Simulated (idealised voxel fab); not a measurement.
The document below concerns the process module designated voxel self aligned contacts.
Section cut is 220 nm wide and gridded with 5 nm square cells.
Think of the cross-section as a grid of square cells. We describe it in bands, top to bottom, and each band covers one or more rows of those cells.
Band entry format. Leading values: height of top, height of bottom, nm. Remainder: materials in left-to-right order, each with its width in nm. Special words: "edge to edge" on a single material, which then fills the band edge to edge; "air", empty space.
It should be noted that heights are counted from 0, beneath which the wafer as supplied is of one material throughout, and that the lowest band possesses no lower boundary but continues downward, as written in "top 0, no bottom".
Width spec "30 to 40" -> top row of cells at first value, bottom row at second value, equal per-row change in between.
What does "no change occurred" mean for a step? It means no cell of the cross-section changed in that step.
"Enclosed voids": sealed empty spaces, 8 cells or more, no open way to top, listed width x height at distance, with distance from the left edge and width, height and distance in nm.
Anything after a step's settings on that line? It's the simulator's own note about the step.
overlay nm: on a step with a mask, how far right of its planned place the mask lay; negative means left.
PROCESS STEPS (PLANNED)
1,RECEIVE, material Si
2,CONFORMAL_DEP, material SiO2, thk nm 5
3,DIRECTIONAL_DEP, material polySi, thk nm 25
4,DIRECTIONAL_DEP, material SiN, thk nm 15
5,MASKED_ETCH, tone cover, mask id GATE, width nm 35, pitch nm 70, etch materials SiN, depth nm 15, overlay nm 0
6,MASKED_ETCH, tone cover, mask id GATE, width nm 35, pitch nm 70, etch materials polySi, depth nm 25, overlay nm 0
7,CONFORMAL_DEP, material SiN, thk nm 5
8,DIRECTIONAL_ETCH, etch materials SiN, depth nm 5
9,FILL_DEP, material SiO2, thk nm 10
10,CMP, height nm 50
11,PATTERN, tone open, mask id CONTACT, material resist, width nm 45, thk nm 15, overlay nm 0
12,DIRECTIONAL_ETCH, etch materials SiO2, depth nm 50
13,STRIP, etch materials resist
14,CONFORMAL_DEP, material TiN, thk nm 5
15,FILL_DEP, material Ru, thk nm 10
16,CMP, height nm 50
17,CONFORMAL_DEP, material SiN, thk nm 5
FIRST OF TWO WAFERS, WITH THE RUN CARRIED OUT AS PLANNED
THIS IS THE CROSS-SECTION OF THE WAFER AS WE RECEIVED IT, I.E. AFTER STEP 1
    top 0, no bottom  Si edge to edge
    Enclosed voids: none
STATE OF THE WAFER AFTER STEP 2, SHOWN IN CROSS-SECTION
    top 5, bottom 0  SiO2 edge to edge
    Below 0 it's all the same as before, nothing changed down there.
STATE OF THE WAFER AFTER STEP 3, SHOWN IN CROSS-SECTION
    top 30, bottom 5  polySi edge to edge
    Below 5 it's all the same as before, nothing changed down there.
STATE OF THE WAFER AFTER STEP 4, SHOWN IN CROSS-SECTION
    top 45, bottom 30  SiN edge to edge
    Below 30 it's all the same as before, nothing changed down there.
STATE OF THE WAFER AFTER STEP 5, SHOWN IN CROSS-SECTION
    top 45, bottom 30  air: 55, then SiN: 35, then air: 35, then SiN: 35, then air: 60
    Below 30 it's all the same as before, nothing changed down there.
STATE OF THE WAFER AFTER STEP 6, SHOWN IN CROSS-SECTION
    top 45, bottom 30  air: 55, then SiN: 35, then air: 35, then SiN: 35, then air: 60
    top 30, bottom 5  air: 55, then polySi: 35, then air: 35, then polySi: 35, then air: 60
    Below 5 it's all the same as before, nothing changed down there.
STATE OF THE WAFER AFTER STEP 7, SHOWN IN CROSS-SECTION
    top 50, bottom 30  air: 50, then SiN: 45, then air: 25, then SiN: 45, then air: 55
    top 30, bottom 10  air: 50, then SiN: 5, then polySi: 35, then SiN: 5, then air: 25, then SiN: 5, then polySi: 35, then SiN: 5, then air: 55
    top 10, bottom 5  SiN: 55, then polySi: 35, then SiN: 35, then polySi: 35, then SiN: 60
    Below 5 it's all the same as before, nothing changed down there.
STATE OF THE WAFER AFTER STEP 8, SHOWN IN CROSS-SECTION
    top 45, bottom 30  air: 50, then SiN: 45, then air: 25, then SiN: 45, then air: 55
    top 30, bottom 5  air: 50, then SiN: 5, then polySi: 35, then SiN: 5, then air: 25, then SiN: 5, then polySi: 35, then SiN: 5, then air: 55
    Below 5 it's all the same as before, nothing changed down there.
STATE OF THE WAFER AFTER STEP 9, SHOWN IN CROSS-SECTION
    top 55, bottom 45  SiO2 edge to edge
    top 45, bottom 30  SiO2: 50, then SiN: 45, then SiO2: 25, then SiN: 45, then SiO2: 55
    top 30, bottom 5  SiO2: 50, then SiN: 5, then polySi: 35, then SiN: 5, then SiO2: 25, then SiN: 5, then polySi: 35, then SiN: 5, then SiO2: 55
    Below 5 it's all the same as before, nothing changed down there.
STATE OF THE WAFER AFTER STEP 10, SHOWN IN CROSS-SECTION
    top 50, bottom 45  SiO2 edge to edge
    Below 45 it's all the same as before, nothing changed down there.
STATE OF THE WAFER AFTER STEP 11, SHOWN IN CROSS-SECTION
    top 65, bottom 50  resist: 85, then air: 45, then resist: 90
    Below 50 it's all the same as before, nothing changed down there.
STATE OF THE WAFER AFTER STEP 12, SHOWN IN CROSS-SECTION
    top 65, bottom 50  resist: 85, then air: 45, then resist: 90
    top 50, bottom 45  SiO2: 85, then air: 45, then SiO2: 90
    top 45, bottom 30  SiO2: 50, then SiN: 45, then air: 25, then SiN: 45, then SiO2: 55
    top 30, bottom 5  SiO2: 50, then SiN: 5, then polySi: 35, then SiN: 5, then air: 25, then SiN: 5, then polySi: 35, then SiN: 5, then SiO2: 55
    top 5, bottom 0  SiO2: 95, then air: 25, then SiO2: 100
    Below 0 it's all the same as before, nothing changed down there.
STATE OF THE WAFER AFTER STEP 13, SHOWN IN CROSS-SECTION
    top 50, bottom 45  SiO2: 85, then air: 45, then SiO2: 90
    Below 45 it's all the same as before, nothing changed down there.
STATE OF THE WAFER AFTER STEP 14, SHOWN IN CROSS-SECTION
    top 55, bottom 50  TiN: 90, then air: 35, then TiN: 95
    top 50, bottom 45  SiO2: 85, then TiN: 15, then air: 15, then TiN: 15, then SiO2: 90
    top 45, bottom 30  SiO2: 50, then SiN: 45, then TiN: 5, then air: 15, then TiN: 5, then SiN: 45, then SiO2: 55
    top 30, bottom 5  SiO2: 50, then SiN: 5, then polySi: 35, then SiN: 5, then TiN: 5, then air: 15, then TiN: 5, then SiN: 5, then polySi: 35, then SiN: 5, then SiO2: 55
    top 5, bottom 0  SiO2: 95, then TiN: 25, then SiO2: 100
    Below 0 it's all the same as before, nothing changed down there.
STATE OF THE WAFER AFTER STEP 15, SHOWN IN CROSS-SECTION
    top 65, bottom 55  Ru edge to edge
    top 55, bottom 50  TiN: 90, then Ru: 35, then TiN: 95
    top 50, bottom 45  SiO2: 85, then TiN: 15, then Ru: 15, then TiN: 15, then SiO2: 90
    top 45, bottom 30  SiO2: 50, then SiN: 45, then TiN: 5, then Ru: 15, then TiN: 5, then SiN: 45, then SiO2: 55
    top 30, bottom 5  SiO2: 50, then SiN: 5, then polySi: 35, then SiN: 5, then TiN: 5, then Ru: 15, then TiN: 5, then SiN: 5, then polySi: 35, then SiN: 5, then SiO2: 55
    Below 5 it's all the same as before, nothing changed down there.
STATE OF THE WAFER AFTER STEP 16, SHOWN IN CROSS-SECTION
    top 50, bottom 45  SiO2: 85, then TiN: 15, then Ru: 15, then TiN: 15, then SiO2: 90
    Below 45 it's all the same as before, nothing changed down there.
STATE OF THE WAFER AFTER STEP 17, SHOWN IN CROSS-SECTION
    top 55, bottom 50  SiN edge to edge
    Below 50 it's all the same as before, nothing changed down there.
WAFER TWO: LIKE WAFER ONE IN START AND PLAN, BUT WITH ONE MISTAKE IN EXECUTION; IDENTICAL UP TO AND INCLUDING STEP 3
SECOND WAFER PROFILE IN SECTION, AT THE MOMENT STEP 4 OF THE PLAN WAS MEANT TO BE COMPLETE
    top 60, bottom 30  SiN edge to edge
    Below 30 it's all the same as before, nothing changed down there.
SECOND WAFER PROFILE IN SECTION, AT THE MOMENT STEP 5 OF THE PLAN WAS MEANT TO BE COMPLETE
    top 60, bottom 45  air: 55, then SiN: 35, then air: 35, then SiN: 35, then air: 60
    Below 45 it's all the same as before, nothing changed down there.
Second wafer profile in section, at the moment step 6 of the plan was meant to be complete: no change occurred
SECOND WAFER PROFILE IN SECTION, AT THE MOMENT STEP 7 OF THE PLAN WAS MEANT TO BE COMPLETE
    top 65, bottom 50  air: 50, then SiN: 45, then air: 25, then SiN: 45, then air: 55
    top 50, bottom 30  SiN edge to edge
    Below 30 it's all the same as before, nothing changed down there.
SECOND WAFER PROFILE IN SECTION, AT THE MOMENT STEP 8 OF THE PLAN WAS MEANT TO BE COMPLETE
    top 60, bottom 45  air: 50, then SiN: 45, then air: 25, then SiN: 45, then air: 55
    Below 45 it's all the same as before, nothing changed down there.
SECOND WAFER PROFILE IN SECTION, AT THE MOMENT STEP 9 OF THE PLAN WAS MEANT TO BE COMPLETE
    top 70, bottom 60  SiO2 edge to edge
    top 60, bottom 45  SiO2: 50, then SiN: 45, then SiO2: 25, then SiN: 45, then SiO2: 55
    Below 45 it's all the same as before, nothing changed down there.
SECOND WAFER PROFILE IN SECTION, AT THE MOMENT STEP 10 OF THE PLAN WAS MEANT TO BE COMPLETE
    top 50, bottom 45  SiO2: 50, then SiN: 45, then SiO2: 25, then SiN: 45, then SiO2: 55
    Below 45 it's all the same as before, nothing changed down there.
SECOND WAFER PROFILE IN SECTION, AT THE MOMENT STEP 11 OF THE PLAN WAS MEANT TO BE COMPLETE
    top 65, bottom 50  resist: 85, then air: 45, then resist: 90
    Below 50 it's all the same as before, nothing changed down there.
SECOND WAFER PROFILE IN SECTION, AT THE MOMENT STEP 12 OF THE PLAN WAS MEANT TO BE COMPLETE
    top 65, bottom 50  resist: 85, then air: 45, then resist: 90
    top 50, bottom 45  SiO2: 50, then SiN: 45, then air: 25, then SiN: 45, then SiO2: 55
    Below 45 it's all the same as before, nothing changed down there.
SECOND WAFER PROFILE IN SECTION, AT THE MOMENT STEP 13 OF THE PLAN WAS MEANT TO BE COMPLETE
    top 50, bottom 45  SiO2: 50, then SiN: 45, then air: 25, then SiN: 45, then SiO2: 55
    Below 45 it's all the same as before, nothing changed down there.
SECOND WAFER PROFILE IN SECTION, AT THE MOMENT STEP 14 OF THE PLAN WAS MEANT TO BE COMPLETE
    top 55, bottom 50  TiN: 100, then air: 15, then TiN: 105
    top 50, bottom 45  SiO2: 50, then SiN: 45, then TiN: 25, then SiN: 45, then SiO2: 55
    Below 45 it's all the same as before, nothing changed down there.
SECOND WAFER PROFILE IN SECTION, AT THE MOMENT STEP 15 OF THE PLAN WAS MEANT TO BE COMPLETE
    top 65, bottom 55  Ru edge to edge
    top 55, bottom 50  TiN: 100, then Ru: 15, then TiN: 105
    Below 50 it's all the same as before, nothing changed down there.
SECOND WAFER PROFILE IN SECTION, AT THE MOMENT STEP 16 OF THE PLAN WAS MEANT TO BE COMPLETE
    top 50, bottom 45  SiO2: 50, then SiN: 45, then TiN: 25, then SiN: 45, then SiO2: 55
    Below 45 it's all the same as before, nothing changed down there.
SECOND WAFER PROFILE IN SECTION, AT THE MOMENT STEP 17 OF THE PLAN WAS MEANT TO BE COMPLETE
    top 55, bottom 50  SiN edge to edge
    Below 50 it's all the same as before, nothing changed down there.
Deviation noted in wafer processing: execution of plan step 4 occurred twice
Once processing is complete, comparing cell counts shows that the second wafer has more or fewer of certain materials than the first: Ru: 27 fewer | SiN: 76 more | SiO2: 177 fewer | TiN: 22 fewer | polySi: 150 more
